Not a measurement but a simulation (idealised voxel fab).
process module | voxel gate over fins
cross-section cut | 240 nm wide | cells 5 nm
A cross-section is a grid of square cells, given in bands from the top down. A band is one or more rows of cells.
Each band's line starts with the height of the band's top and of its bottom, in nm. Then come its materials from left to right, each with its width in nm. One material with "throughout" fills the band from edge to edge. "air" is empty space.
Height 0 is the level under which the wafer as received is all one material. The lowest band goes on downwards, as in "0 down".
A width such as "30 to 40" changes by the same amount from each row of cells to the next, from the band's top row to its bottom row.
"no change" after a step means that no cell of the cross-section changed.
closed voids: empty space of 8 cells or more with no open way to the top, each as width x height at its distance from the left edge, in nm
after a step's settings: what the simulator itself notes on the step
overlay nm, on a step with a mask: how far to the right of its planned place the mask lay; to the left if negative
plan
1 op RECEIVE | material Si
2 op CONFORMAL_DEP | material SiN | thk nm 5
3 op DIRECTIONAL_DEP | material aC | thk nm 10
4 op PATTERN | tone cover | mask id FINS | material resist | width nm 15 | pitch nm 40 | thk nm 30 | overlay nm 0
5 op DIRECTIONAL_ETCH | etch materials aC | depth nm 10
6 op STRIP | etch materials resist
7 op DIRECTIONAL_ETCH | etch materials SiN | depth nm 5
8 op DIRECTIONAL_ETCH | etch materials Si | depth nm 40
9 op STRIP | etch materials aC
10 op OXIDIZE | depth nm 5
11 op FILL_DEP | material SiO2 | thk nm 5
12 op CMP | height nm 5
13 op SELECTIVE_ETCH | etch materials SiO2 | depth nm 15
14 op STRIP | etch materials SiN
15 op CONFORMAL_DEP | material HfO2 | thk nm 5
16 op CONFORMAL_DEP | material TiN | thk nm 5
17 op FILL_DEP | material W | thk nm 15
18 op CMP | height nm 20
19 op CONFORMAL_DEP | material SiN | thk nm 10
as received, after step 1
  0 down: Si throughout
  closed voids: none
a wafer at the end: this start, this plan, one mistake
  30 to 20: SiN throughout
  20 to 15: W throughout
  15 to 10: TiN throughout
  10 to 5: HfO2 75 | TiN 5 | HfO2 35 | TiN 5 | HfO2 35 | TiN 5 | HfO2 80
  5 to 0: TiN 70 | HfO2 15 | TiN 25 | HfO2 15 | TiN 25 | HfO2 15 | TiN 75
  0 to -40: TiN 70 | SiO2 5 | Si 5 | SiO2 5 | TiN 25 | SiO2 5 | Si 5 | SiO2 5 | TiN 25 | SiO2 5 | Si 5 | SiO2 5 | TiN 75
  -40 to -45: SiO2 75 | Si 5 | SiO2 35 | Si 5 | SiO2 35 | Si 5 | SiO2 80
  -45 down: Si throughout
  closed voids: none
what went wrong: step 11 ran as: op FILL_DEP | material TiN | thk nm 5
